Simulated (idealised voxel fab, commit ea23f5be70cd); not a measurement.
process module | voxel self aligned vias
Xsec cut, 280 nm wide, square cell size 5 nm.
Cross-section layout: square cells on a grid; listed as bands, top to bottom; a band spans one or more cell rows. Basically the band line says how high the top is and how high the bottom is, in nm, and then what's in it from left to right, every material with its width in nm. Empty space shows up as "air", and if a single material carries "everywhere" it runs the full band edge to edge. Height reference: 0 = level under which incoming wafer is all one material. Lowest band: no bottom, runs on downward, e.g. "0 down". Width: "30 to 40" (first number = top row, second number = bottom row, same change from row to row of cells). Given "no change" for a step, no cell of the cross-section differs between before and after that step. Empty spaces without an open route to the top, at least 8 cells in extent, make up the entry "Enclosed internal cavities"; each is given as width x height at distance, where the distance is measured from the left edge, and all are in nm. Heads up: the bit after the settings on a step's line is the simulator's remark on that step. On any step carrying a mask, the "overlay nm" setting, if present on the step's line, tells how far right of its planned place the mask lay; negative values point to the left. Note on reading: below, each pair holds a cross-section from before one process step and one from after it; the one from after shows only down to the lowest band that changed. Beneath the pair, the step in between is stated along with its settings. The pairs can stem from different runs of this module on the same starting wafer. Where a pair's entry headed "Structure before processing" says so, and only there, that pair continues from the pair above it.
Structure before processing
65 to 50: SiO2 everywhere
50 to 40: SiO2 55 nm / SiN 30 nm / SiO2 40 nm / SiN 30 nm / SiO2 40 nm / SiN 30 nm / SiO2 55 nm
40 to 25: SiO2 55 nm / TiN 5 nm / Ru 20 nm / TiN 5 nm / SiO2 40 nm / TiN 5 nm / Ru 20 nm / TiN 5 nm / SiO2 40 nm / TiN 5 nm / Ru 20 nm / TiN 5 nm / SiO2 55 nm
25 to 20: SiO2 55 nm / TiN 30 nm / SiO2 40 nm / TiN 30 nm / SiO2 40 nm / TiN 30 nm / SiO2 55 nm
20 to 15: SiCN everywhere
15 to 0: SiO2 everywhere
0 down: Si everywhere
Enclosed internal cavities: none
Section, Post-Step
65 to 50: SiO2 45 nm / air 50 nm / SiO2 20 nm / air 50 nm / SiO2 20 nm / air 50 nm / SiO2 45 nm
50 to 40: SiO2 45 nm / air 10 nm / SiN 30 nm / air 10 nm / SiO2 20 nm / air 10 nm / SiN 30 nm / air 10 nm / SiO2 20 nm / air 10 nm / SiN 30 nm / air 10 nm / SiO2 45 nm
Beneath the level 40, the cross-section is identical to its previous state.
Enclosed internal cavities: none
Process step separating the two views above: op MASKED_ETCH | tone open | mask id VIAS | width nm 50 | pitch nm 70 | etch materials SiO2 | depth nm 25 | overlay nm 0
Structure before processing: after-state, pair directly above.
Section, Post-Step
65 to 40: SiO2 45 nm / air 50 nm / SiO2 20 nm / air 50 nm / SiO2 20 nm / air 50 nm / SiO2 45 nm
Beneath the level 40, the cross-section is identical to its previous state.
Enclosed internal cavities: none
Process step separating the two views above: op MASKED_ETCH | tone open | mask id VIAS | width nm 50 | pitch nm 70 | etch materials SiN | depth nm 10 | overlay nm 0
Structure before processing: after-state, pair directly above.
Section, Post-Step
70 to 65: TiN 50 nm / air 40 nm / TiN 30 nm / air 40 nm / TiN 30 nm / air 40 nm / TiN 50 nm
65 to 45: SiO2 45 nm / TiN 5 nm / air 40 nm / TiN 5 nm / SiO2 20 nm / TiN 5 nm / air 40 nm / TiN 5 nm / SiO2 20 nm / TiN 5 nm / air 40 nm / TiN 5 nm / SiO2 45 nm
45 to 40: SiO2 45 nm / TiN 50 nm / SiO2 20 nm / TiN 50 nm / SiO2 20 nm / TiN 50 nm / SiO2 45 nm
Beneath the level 40, the cross-section is identical to its previous state.
Enclosed internal cavities: none
Process step separating the two views above: op CONFORMAL_DEP | material TiN | thk nm 5
Structure before processing: after-state, pair directly above.
Section, Post-Step
75 to 70: Ru everywhere
70 to 65: TiN 50 nm / Ru 40 nm / TiN 30 nm / Ru 40 nm / TiN 30 nm / Ru 40 nm / TiN 50 nm
65 to 45: SiO2 45 nm / TiN 5 nm / Ru 40 nm / TiN 5 nm / SiO2 20 nm / TiN 5 nm / Ru 40 nm / TiN 5 nm / SiO2 20 nm / TiN 5 nm / Ru 40 nm / TiN 5 nm / SiO2 45 nm
Beneath the level 45, the cross-section is identical to its previous state.
Enclosed internal cavities: none
Process step separating the two views above: op FILL_DEP | material Ru | thk nm 5
Structure before processing: after-state, pair directly above.
Section, Post-Step
65 to 45: SiO2 45 nm / TiN 5 nm / Ru 40 nm / TiN 5 nm / SiO2 20 nm / TiN 5 nm / Ru 40 nm / TiN 5 nm / SiO2 20 nm / TiN 5 nm / Ru 40 nm / TiN 5 nm / SiO2 45 nm
Beneath the level 45, the cross-section is identical to its previous state.
Enclosed internal cavities: none
Process step separating the two views above: op CMP | height nm 65
Structure before processing: after-state, pair directly above.
Section, Post-Step
70 to 65: SiN everywhere
Beneath the level 65, the cross-section is identical to its previous state.
Enclosed internal cavities: none
Process step separating the two views above: op CONFORMAL_DEP | material SiN | thk nm 5
Structure before processing
65 to 50: SiO2 everywhere
50 to 40: SiO2 55 nm / SiN 30 nm / SiO2 40 nm / SiN 30 nm / SiO2 40 nm / SiN 30 nm / SiO2 55 nm
40 to 25: SiO2 55 nm / TiN 5 nm / Ru 20 nm / TiN 5 nm / SiO2 40 nm / TiN 5 nm / Ru 20 nm / TiN 5 nm / SiO2 40 nm / TiN 5 nm / Ru 20 nm / TiN 5 nm / SiO2 55 nm
25 to 20: SiO2 55 nm / TiN 30 nm / SiO2 40 nm / TiN 30 nm / SiO2 40 nm / TiN 30 nm / SiO2 55 nm
20 to 15: SiCN everywhere
15 to 0: SiO2 everywhere
0 down: Si everywhere
Enclosed internal cavities: none
Section, Post-Step
65 to 50: SiO2 50 nm / air 45 nm / SiO2 25 nm / air 45 nm / SiO2 25 nm / air 45 nm / SiO2 45 nm
Beneath the level 50, the cross-section is identical to its previous state.
Enclosed internal cavities: none
Process step separating the two views above: op MASKED_ETCH | tone open | mask id VIAS | width nm 45 | pitch nm 70 | etch materials SiO2 | depth nm 15 | overlay nm 0
Structure before processing: after-state, pair directly above.
Section, Post-Step
65 to 50: SiO2 50 nm / air 45 nm / SiO2 25 nm / air 45 nm / SiO2 25 nm / air 45 nm / SiO2 45 nm
50 to 40: SiO2 55 nm / air 30 nm / SiO2 40 nm / air 30 nm / SiO2 40 nm / air 30 nm / SiO2 55 nm
Beneath the level 40, the cross-section is identical to its previous state.
Enclosed internal cavities: none
Process step separating the two views above: op MASKED_ETCH | tone open | mask id VIAS | width nm 50 | pitch nm 70 | etch materials SiN | depth nm 10 | overlay nm 0
Structure before processing: after-state, pair directly above.
Section, Post-Step
70 to 65: TiN 55 nm / air 35 nm / TiN 35 nm / air 35 nm / TiN 35 nm / air 35 nm / TiN 50 nm
65 to 55: SiO2 50 nm / TiN 5 nm / air 35 nm / TiN 5 nm / SiO2 25 nm / TiN 5 nm / air 35 nm / TiN 5 nm / SiO2 25 nm / TiN 5 nm / air 35 nm / TiN 5 nm / SiO2 45 nm
55 to 45: SiO2 50 to 55 nm / TiN 10 to 5 nm / air 20 nm / TiN 15 to 5 nm / SiO2 25 to 40 nm / TiN 10 to 5 nm / air 20 nm / TiN 15 to 5 nm / SiO2 25 to 40 nm / TiN 10 to 5 nm / air 20 nm / TiN 15 to 5 nm / SiO2 45 to 55 nm
45 to 40: SiO2 55 nm / TiN 30 nm / SiO2 40 nm / TiN 30 nm / SiO2 40 nm / TiN 30 nm / SiO2 55 nm
Beneath the level 40, the cross-section is identical to its previous state.
Enclosed internal cavities: none
Process step separating the two views above: op CONFORMAL_DEP | material TiN | thk nm 5
Structure before processing: after-state, pair directly above.
Section, Post-Step
75 to 70: Ru everywhere
70 to 65: TiN 55 nm / Ru 35 nm / TiN 35 nm / Ru 35 nm / TiN 35 nm / Ru 35 nm / TiN 50 nm
65 to 55: SiO2 50 nm / TiN 5 nm / Ru 35 nm / TiN 5 nm / SiO2 25 nm / TiN 5 nm / Ru 35 nm / TiN 5 nm / SiO2 25 nm / TiN 5 nm / Ru 35 nm / TiN 5 nm / SiO2 45 nm
55 to 45: SiO2 50 to 55 nm / TiN 10 to 5 nm / Ru 20 nm / TiN 15 to 5 nm / SiO2 25 to 40 nm / TiN 10 to 5 nm / Ru 20 nm / TiN 15 to 5 nm / SiO2 25 to 40 nm / TiN 10 to 5 nm / Ru 20 nm / TiN 15 to 5 nm / SiO2 45 to 55 nm
Beneath the level 45, the cross-section is identical to its previous state.
Enclosed internal cavities: none
Process step separating the two views above: op FILL_DEP | material Ru | thk nm 5
Structure before processing: after-state, pair directly above.
Section, Post-Step
65 to 55: SiO2 50 nm / TiN 5 nm / Ru 35 nm / TiN 5 nm / SiO2 25 nm / TiN 5 nm / Ru 35 nm / TiN 5 nm / SiO2 25 nm / TiN 5 nm / Ru 35 nm / TiN 5 nm / SiO2 45 nm
Beneath the level 55, the cross-section is identical to its previous state.
Enclosed internal cavities: none
Process step separating the two views above: op CMP | height nm 65
Structure before processing: after-state, pair directly above.
Section, Post-Step
70 to 65: SiN everywhere
Beneath the level 65, the cross-section is identical to its previous state.
Enclosed internal cavities: none
Process step separating the two views above: op CONFORMAL_DEP | material SiN | thk nm 5
Structure before processing
50 to 20: SiO2 everywhere
20 to 15: SiCN everywhere
15 to 0: SiO2 everywhere
0 down: Si everywhere
Enclosed internal cavities: none
Section, Post-Step
70 to 50: resist 65 nm / air 30 nm / resist 40 nm / air 30 nm / resist 40 nm / air 30 nm / resist 45 nm
Beneath the level 50, the cross-section is identical to its previous state.
Enclosed internal cavities: none
Process step separating the two views above: op PATTERN | tone open | mask id LINES | material resist | width nm 30 | pitch nm 70 | thk nm 20 | overlay nm 10
Structure before processing: after-state, pair directly above.
Section, Post-Step
70 to 50: resist 65 nm / air 30 nm / resist 40 nm / air 30 nm / resist 40 nm / air 30 nm / resist 45 nm
50 to 20: SiO2 65 nm / air 30 nm / SiO2 40 nm / air 30 nm / SiO2 40 nm / air 30 nm / SiO2 45 nm
Beneath the level 20, the cross-section is identical to its previous state.
Enclosed internal cavities: none
Process step separating the two views above: op DIRECTIONAL_ETCH | etch materials SiO2 | depth nm 30
Structure before processing: after-state, pair directly above.
Section, Post-Step
50 to 20: SiO2 65 nm / air 30 nm / SiO2 40 nm / air 30 nm / SiO2 40 nm / air 30 nm / SiO2 45 nm
Beneath the level 20, the cross-section is identical to its previous state.
Enclosed internal cavities: none
Process step separating the two views above: op STRIP | etch materials resist
Structure before processing: after-state, pair directly above.
Section, Post-Step
55 to 50: TiN 70 nm / air 20 nm / TiN 50 nm / air 20 nm / TiN 50 nm / air 20 nm / TiN 50 nm
50 to 25: SiO2 65 nm / TiN 5 nm / air 20 nm / TiN 5 nm / SiO2 40 nm / TiN 5 nm / air 20 nm / TiN 5 nm / SiO2 40 nm / TiN 5 nm / air 20 nm / TiN 5 nm / SiO2 45 nm
25 to 20: SiO2 65 nm / TiN 30 nm / SiO2 40 nm / TiN 30 nm / SiO2 40 nm / TiN 30 nm / SiO2 45 nm
Beneath the level 20, the cross-section is identical to its previous state.
Enclosed internal cavities: none
Process step separating the two views above: op CONFORMAL_DEP | material TiN | thk nm 5
Structure before processing: after-state, pair directly above.
Section, Post-Step
60 to 55: Ru everywhere
55 to 50: TiN 70 nm / Ru 20 nm / TiN 50 nm / Ru 20 nm / TiN 50 nm / Ru 20 nm / TiN 50 nm
50 to 25: SiO2 65 nm / TiN 5 nm / Ru 20 nm / TiN 5 nm / SiO2 40 nm / TiN 5 nm / Ru 20 nm / TiN 5 nm / SiO2 40 nm / TiN 5 nm / Ru 20 nm / TiN 5 nm / SiO2 45 nm
Beneath the level 25, the cross-section is identical to its previous state.
Enclosed internal cavities: none
Process step separating the two views above: op FILL_DEP | material Ru | thk nm 5
Structure before processing: after-state, pair directly above.
Section, Post-Step
50 to 25: SiO2 65 nm / TiN 5 nm / Ru 20 nm / TiN 5 nm / SiO2 40 nm / TiN 5 nm / Ru 20 nm / TiN 5 nm / SiO2 40 nm / TiN 5 nm / Ru 20 nm / TiN 5 nm / SiO2 45 nm
Beneath the level 25, the cross-section is identical to its previous state.
Enclosed internal cavities: none
Process step separating the two views above: op CMP | height nm 50
Structure before processing: after-state, pair directly above.
Section, Post-Step
50 to 40: SiO2 65 nm / air 30 nm / SiO2 40 nm / air 30 nm / SiO2 40 nm / air 30 nm / SiO2 45 nm
Beneath the level 40, the cross-section is identical to its previous state.
Enclosed internal cavities: none
Process step separating the two views above: op SELECTIVE_ETCH | etch materials W Ru TiN | depth nm 10
Structure before processing: after-state, pair directly above.
Section, Post-Step
55 to 50: SiN everywhere
50 to 40: SiO2 65 nm / SiN 30 nm / SiO2 40 nm / SiN 30 nm / SiO2 40 nm / SiN 30 nm / SiO2 45 nm
Beneath the level 40, the cross-section is identical to its previous state.
Enclosed internal cavities: none
Process step separating the two views above: op FILL_DEP | material SiN | thk nm 5
Structure before processing: after-state, pair directly above.
Section, Post-Step
50 to 40: SiO2 65 nm / SiN 30 nm / SiO2 40 nm / SiN 30 nm / SiO2 40 nm / SiN 30 nm / SiO2 45 nm
Beneath the level 40, the cross-section is identical to its previous state.
Enclosed internal cavities: none
Process step separating the two views above: op CMP | height nm 50
Structure before processing: after-state, pair directly above.
Section, Post-Step
65 to 50: SiO2 everywhere
Beneath the level 50, the cross-section is identical to its previous state.
Enclosed internal cavities: none
Process step separating the two views above: op DIRECTIONAL_DEP | material SiO2 | thk nm 15
Structure before processing: after-state, pair directly above.
Section, Post-Step
65 to 50: SiO2 45 nm / air 50 nm / SiO2 20 nm / air 50 nm / SiO2 20 nm / air 50 nm / SiO2 45 nm
Beneath the level 50, the cross-section is identical to its previous state.
Enclosed internal cavities: none
Process step separating the two views above: op MASKED_ETCH | tone open | mask id VIAS | width nm 50 | pitch nm 70 | etch materials SiO2 | depth nm 15 | overlay nm 0
Structure before processing: after-state, pair directly above.
Section, Post-Step
65 to 50: SiO2 45 nm / air 50 nm / SiO2 20 nm / air 50 nm / SiO2 20 nm / air 50 nm / SiO2 45 nm
50 to 40: SiO2 65 nm / air 30 nm / SiO2 40 nm / air 30 nm / SiO2 40 nm / air 30 nm / SiO2 45 nm
Beneath the level 40, the cross-section is identical to its previous state.
Enclosed internal cavities: none
Process step separating the two views above: op MASKED_ETCH | tone open | mask id VIAS | width nm 50 | pitch nm 70 | etch materials SiN | depth nm 10 | overlay nm 0
Structure before processing: after-state, pair directly above.
Section, Post-Step
70 to 65: TiN 50 nm / air 40 nm / TiN 30 nm / air 40 nm / TiN 30 nm / air 40 nm / TiN 50 nm
65 to 55: SiO2 45 nm / TiN 5 nm / air 40 nm / TiN 5 nm / SiO2 20 nm / TiN 5 nm / air 40 nm / TiN 5 nm / SiO2 20 nm / TiN 5 nm / air 40 nm / TiN 5 nm / SiO2 45 nm
55 to 45: SiO2 45 to 65 nm / TiN 25 to 5 nm / air 20 nm / TiN 5 nm / SiO2 20 to 40 nm / TiN 25 to 5 nm / air 20 nm / TiN 5 nm / SiO2 20 to 40 nm / TiN 25 to 5 nm / air 20 nm / TiN 5 nm / SiO2 45 nm
45 to 40: SiO2 65 nm / TiN 30 nm / SiO2 40 nm / TiN 30 nm / SiO2 40 nm / TiN 30 nm / SiO2 45 nm
Beneath the level 40, the cross-section is identical to its previous state.
Enclosed internal cavities: none
Process step separating the two views above: op CONFORMAL_DEP | material TiN | thk nm 5
Structure before processing: after-state, pair directly above.
Section, Post-Step
75 to 70: Ru everywhere
70 to 65: TiN 50 nm / Ru 40 nm / TiN 30 nm / Ru 40 nm / TiN 30 nm / Ru 40 nm / TiN 50 nm
65 to 55: SiO2 45 nm / TiN 5 nm / Ru 40 nm / TiN 5 nm / SiO2 20 nm / TiN 5 nm / Ru 40 nm / TiN 5 nm / SiO2 20 nm / TiN 5 nm / Ru 40 nm / TiN 5 nm / SiO2 45 nm
55 to 45: SiO2 45 to 65 nm / TiN 25 to 5 nm / Ru 20 nm / TiN 5 nm / SiO2 20 to 40 nm / TiN 25 to 5 nm / Ru 20 nm / TiN 5 nm / SiO2 20 to 40 nm / TiN 25 to 5 nm / Ru 20 nm / TiN 5 nm / SiO2 45 nm
Beneath the level 45, the cross-section is identical to its previous state.
Enclosed internal cavities: none
Process step separating the two views above: op FILL_DEP | material Ru | thk nm 5
Structure before processing: after-state, pair directly above.
Section, Post-Step
65 to 55: SiO2 45 nm / TiN 5 nm / Ru 40 nm / TiN 5 nm / SiO2 20 nm / TiN 5 nm / Ru 40 nm / TiN 5 nm / SiO2 20 nm / TiN 5 nm / Ru 40 nm / TiN 5 nm / SiO2 45 nm
Beneath the level 55, the cross-section is identical to its previous state.
Enclosed internal cavities: none
Process step separating the two views above: op CMP | height nm 65
Structure before processing: after-state, pair directly above.
Section, Post-Step
70 to 65: SiN everywhere
Beneath the level 65, the cross-section is identical to its previous state.
Enclosed internal cavities: none
Process step separating the two views above: op CONFORMAL_DEP | material SiN | thk nm 5
Structure before processing
70 to 65: TiN 50 nm / air 40 nm / TiN 30 nm / air 40 nm / TiN 30 nm / air 40 nm / TiN 50 nm
65 to 55: SiO2 45 nm / TiN 5 nm / air 40 nm / TiN 5 nm / SiO2 20 nm / TiN 5 nm / air 40 nm / TiN 5 nm / SiO2 20 nm / TiN 5 nm / air 40 nm / TiN 5 nm / SiO2 45 nm
55 to 45: SiO2 45 to 55 nm / TiN 15 to 5 nm / air 20 nm / TiN 15 to 5 nm / SiO2 20 to 40 nm / TiN 15 to 5 nm / air 20 nm / TiN 15 to 5 nm / SiO2 20 to 40 nm / TiN 15 to 5 nm / air 20 nm / TiN 15 to 5 nm / SiO2 45 to 55 nm
45 to 40: SiO2 55 nm / TiN 30 nm / SiO2 40 nm / TiN 30 nm / SiO2 40 nm / TiN 30 nm / SiO2 55 nm
40 to 25: SiO2 55 nm / TiN 5 nm / Ru 20 nm / TiN 5 nm / SiO2 40 nm / TiN 5 nm / Ru 20 nm / TiN 5 nm / SiO2 40 nm / TiN 5 nm / Ru 20 nm / TiN 5 nm / SiO2 55 nm
25 to 20: SiO2 55 nm / TiN 30 nm / SiO2 40 nm / TiN 30 nm / SiO2 40 nm / TiN 30 nm / SiO2 55 nm
20 to 15: SiCN everywhere
15 to 0: SiO2 everywhere
0 down: Si everywhere
Enclosed internal cavities: none
Section, Post-Step
75 to 70: SiCN everywhere
70 to 65: TiN 50 nm / SiCN 40 nm / TiN 30 nm / SiCN 40 nm / TiN 30 nm / SiCN 40 nm / TiN 50 nm
65 to 55: SiO2 45 nm / TiN 5 nm / SiCN 40 nm / TiN 5 nm / SiO2 20 nm / TiN 5 nm / SiCN 40 nm / TiN 5 nm / SiO2 20 nm / TiN 5 nm / SiCN 40 nm / TiN 5 nm / SiO2 45 nm
55 to 45: SiO2 45 to 55 nm / TiN 15 to 5 nm / SiCN 20 nm / TiN 15 to 5 nm / SiO2 20 to 40 nm / TiN 15 to 5 nm / SiCN 20 nm / TiN 15 to 5 nm / SiO2 20 to 40 nm / TiN 15 to 5 nm / SiCN 20 nm / TiN 15 to 5 nm / SiO2 45 to 55 nm
Beneath the level 45, the cross-section is identical to its previous state.
Enclosed internal cavities: none
Process step separating the two views above: op FILL_DEP | material SiCN | thk nm 5
Structure before processing: after-state, pair directly above.
Section, Post-Step
65 to 55: SiO2 45 nm / TiN 5 nm / SiCN 40 nm / TiN 5 nm / SiO2 20 nm / TiN 5 nm / SiCN 40 nm / TiN 5 nm / SiO2 20 nm / TiN 5 nm / SiCN 40 nm / TiN 5 nm / SiO2 45 nm
Beneath the level 55, the cross-section is identical to its previous state.
Enclosed internal cavities: none
Process step separating the two views above: op CMP | height nm 65
Structure before processing: after-state, pair directly above.
Section, Post-Step
70 to 65: SiN everywhere
Beneath the level 65, the cross-section is identical to its previous state.
Enclosed internal cavities: none
Process step separating the two views above: op CONFORMAL_DEP | material SiN | thk nm 5
Structure before processing
65 to 50: SiO2 everywhere
50 to 40: SiO2 55 nm / SiN 30 nm / SiO2 40 nm / SiN 30 nm / SiO2 40 nm / SiN 30 nm / SiO2 55 nm
40 to 25: SiO2 55 nm / TiN 5 nm / Ru 20 nm / TiN 5 nm / SiO2 40 nm / TiN 5 nm / Ru 20 nm / TiN 5 nm / SiO2 40 nm / TiN 5 nm / Ru 20 nm / TiN 5 nm / SiO2 55 nm
25 to 20: SiO2 55 nm / TiN 30 nm / SiO2 40 nm / TiN 30 nm / SiO2 40 nm / TiN 30 nm / SiO2 55 nm
20 to 15: SiCN everywhere
15 to 0: SiO2 everywhere
0 down: Si everywhere
Enclosed internal cavities: none
Section, Post-Step
65 to 50: air 45 nm / SiO2 50 nm / air 20 nm / SiO2 50 nm / air 20 nm / SiO2 50 nm / air 45 nm
Beneath the level 50, the cross-section is identical to its previous state.
Enclosed internal cavities: none
Process step separating the two views above: op MASKED_ETCH | tone cover | mask id VIAS | width nm 50 | pitch nm 70 | etch materials SiO2 | depth nm 15 | overlay nm 0
Structure before processing: after-state, pair directly above.
Section, Post-Step
70 to 65: air 40 nm / TiN 60 nm / air 10 nm / TiN 60 nm / air 10 nm / TiN 60 nm / air 40 nm
65 to 55: air 40 nm / TiN 5 nm / SiO2 50 nm / TiN 5 nm / air 10 nm / TiN 5 nm / SiO2 50 nm / TiN 5 nm / air 10 nm / TiN 5 nm / SiO2 50 nm / TiN 5 nm / air 40 nm
55 to 50: TiN 45 nm / SiO2 50 nm / TiN 20 nm / SiO2 50 nm / TiN 20 nm / SiO2 50 nm / TiN 45 nm
Beneath the level 50, the cross-section is identical to its previous state.
Enclosed internal cavities: none
Process step separating the two views above: op CONFORMAL_DEP | material TiN | thk nm 5
Structure before processing: after-state, pair directly above.
Section, Post-Step
75 to 70: Ru everywhere
70 to 65: Ru 40 nm / TiN 60 nm / Ru 10 nm / TiN 60 nm / Ru 10 nm / TiN 60 nm / Ru 40 nm
65 to 55: Ru 40 nm / TiN 5 nm / SiO2 50 nm / TiN 5 nm / Ru 10 nm / TiN 5 nm / SiO2 50 nm / TiN 5 nm / Ru 10 nm / TiN 5 nm / SiO2 50 nm / TiN 5 nm / Ru 40 nm
Beneath the level 55, the cross-section is identical to its previous state.
Enclosed internal cavities: none
Process step separating the two views above: op FILL_DEP | material Ru | thk nm 5
Structure before processing: after-state, pair directly above.
Section, Post-Step
65 to 55: Ru 40 nm / TiN 5 nm / SiO2 50 nm / TiN 5 nm / Ru 10 nm / TiN 5 nm / SiO2 50 nm / TiN 5 nm / Ru 10 nm / TiN 5 nm / SiO2 50 nm / TiN 5 nm / Ru 40 nm
Beneath the level 55, the cross-section is identical to its previous state.
Enclosed internal cavities: none
Process step separating the two views above: op CMP | height nm 65
Structure before processing: after-state, pair directly above.
Section, Post-Step
70 to 65: SiN everywhere
Beneath the level 65, the cross-section is identical to its previous state.
Enclosed internal cavities: none
Process step separating the two views above: op CONFORMAL_DEP | material SiN | thk nm 5
